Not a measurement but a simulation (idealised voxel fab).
The following process module bears the name voxel double patterning.
The width of the displayed cross-section, cut, is 240 nm; its cells are square, with a size of 5 nm.
If you're reading a cross-section in this doc, picture square cells in a grid; it comes to you as bands, top ones listed first down to the bottom, and a band can be one or more rows of cells.
A band entry consists of two parts. The first gives the height of the band's top and the height of its bottom, in nm. The rest lists the band's materials from left to right, each with its width in nm. A single material labelled with the word "throughout" fills the band from edge to edge, and the word "blank" marks empty space.
Heights are measured from 0, the level below which the as-received wafer is all one material; the lowest band has no bottom and continues downward, written as in "from 0 down".
So if you see something like "30->40" for the width, read it as the top row of the band sitting at the first number and the bottom row at the second, with every row in between moving by the same amount as the last.
No cell of the cross-section changed in a step that is given as "everything unchanged".
Heads up: "Completely enclosed voids" only lists the empty pockets with no open path to the top that are 8 cells or more, and it writes them as width x height at distance, distance from the left edge, in nm.
Text after the settings on a step's line: the simulator's own remark on that step.
Among the settings permitted on a step's line is "overlay nm"; applied to a step with a mask, it specifies the extent to which the mask lay to the right of its planned position, whereas a negative figure signifies a position to the left.
[Process steps foreseen in the plan]
1,RECEIVE with material Si
2,CONFORMAL_DEP with material SiO2, thk nm 10
3,DIRECTIONAL_DEP with material polySi, thk nm 15
4,DIRECTIONAL_DEP with material SiN, thk nm 10
5,MASKED_ETCH with tone open, mask id FIRST, width nm 15, pitch nm 50, etch materials SiN, depth nm 10, overlay nm 0
6,MASKED_ETCH with tone open, mask id SECOND, width nm 15, pitch nm 50, etch materials SiN, depth nm 10, overlay nm 0
7,DIRECTIONAL_ETCH with etch materials polySi, depth nm 15
8,STRIP with etch materials SiN
[Cross-section, incoming material, after step 1]
	from 0 down: Si throughout
	Completely enclosed voids: none
[Starting structure and process plan are as shown above, but one mistake was made in running the module; the wafer cross-section at the end of the module follows]
	from 25 to 10: blank=85, polySi=15, blank=35, polySi=15, blank=90
	from 10 to 0: SiO2 throughout
	from 0 down: Si throughout
	Completely enclosed voids: none
What went wrong in running the wafer? step 6 deviated from plan and actually ran as MASKED_ETCH with tone cover, mask id SECOND, width nm 15, pitch nm 50, etch materials SiN, depth nm 10, overlay nm 0
